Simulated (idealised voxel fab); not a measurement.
A process module follows: voxel ribs on slabs.
cross-section cut | 230 nm wide | cells 5 nm
Cross-section layout: square cells on a grid; listed as bands, top to bottom; a band spans one or more cell rows.
Band: top height; bottom height; in nm. Then, left to right: material with width in nm, for each material. "all across": a single material spanning edge to edge. "empty": empty space.
We count height from 0. Below that, the starting wafer is all one material. The lowest band never ends at the bottom but goes on down; see "0 nm and below" for how that is written.
With a width like "30->40", each row of cells in the band differs from the next by the same amount, the top row carrying the first number and the bottom row the second.
Where the words "no modifications" appear for a step, the cross-section shows no cell changed by that step; every cell remained as before.
Any empty space of 8 cells or more lacking an open way to the top shows up in "Closed-off voids" as width x height at distance, distance from the left edge, in nm.
That trailing text on a step's line, after the settings, is the simulator's own remark on the step.
Among the settings permitted on a step's line is "overlay nm"; applied to a step with a mask, it specifies the extent to which the mask lay to the right of its planned position, whereas a negative figure signifies a position to the left.
-- Steps in the process plan
1: RECEIVE (material Si)
2: DIRECTIONAL_DEP (material SiO2; thk nm 20)
3: DIRECTIONAL_DEP (material polySi; thk nm 25)
4: MASKED_ETCH (tone cover; mask id RIB; width nm 20; etch materials polySi; depth nm 20; overlay nm 0)
5: DIRECTIONAL_DEP (material aC; thk nm 15)
6: PATTERN (tone cover; mask id SLAB; material resist; width nm 70; thk nm 35; overlay nm 0)
7: DIRECTIONAL_ETCH (etch materials aC; depth nm 15)
8: STRIP (etch materials resist)
9: DIRECTIONAL_ETCH (etch materials polySi; depth nm 5)
10: STRIP (etch materials aC)
11: FILL_DEP (material SiO2; thk nm 20)
12: CMP (height nm 55)
13: DIRECTIONAL_DEP (material W; thk nm 10)
14: DIRECTIONAL_DEP (material aC; thk nm 10)
15: PATTERN (tone cover; mask id HEATER; material resist; width nm 30; thk nm 30; overlay nm 0)
16: DIRECTIONAL_ETCH (etch materials aC; depth nm 10)
17: STRIP (etch materials resist)
18: DIRECTIONAL_ETCH (etch materials W; depth nm 10)
19: STRIP (etch materials aC)
20: CONFORMAL_DEP (material SiO2; thk nm 5)
-- Cross-section of the wafer at receipt, which is the condition after step 1
> 0 nm and below: Si all across
> Closed-off voids: none
-- Here's the wafer cut in cross-section after the module, started and planned just like above, except one thing was done wrong in the run
> 70 nm to 65 nm: empty=95 / SiO2=40 / empty=95
> 65 nm to 60 nm: empty=95 / SiO2=5 / W=30 / SiO2=5 / empty=95
> 60 nm to 55 nm: SiO2=100 / W=30 / SiO2=100
> 55 nm to 45 nm: SiO2 all across
> 45 nm to 25 nm: SiO2=105 / polySi=20 / SiO2=105
> 25 nm to 20 nm: SiO2=80 / polySi=75 / SiO2=75
> 20 nm to 0 nm: SiO2 all across
> 0 nm and below: Si all across
> Closed-off voids: none
Want to know what went wrong? step 6 was run on a setting that differed from the plan, and what really ran there is PATTERN (tone cover; mask id SLAB; material resist; width nm 75; thk nm 35; overlay nm 0)
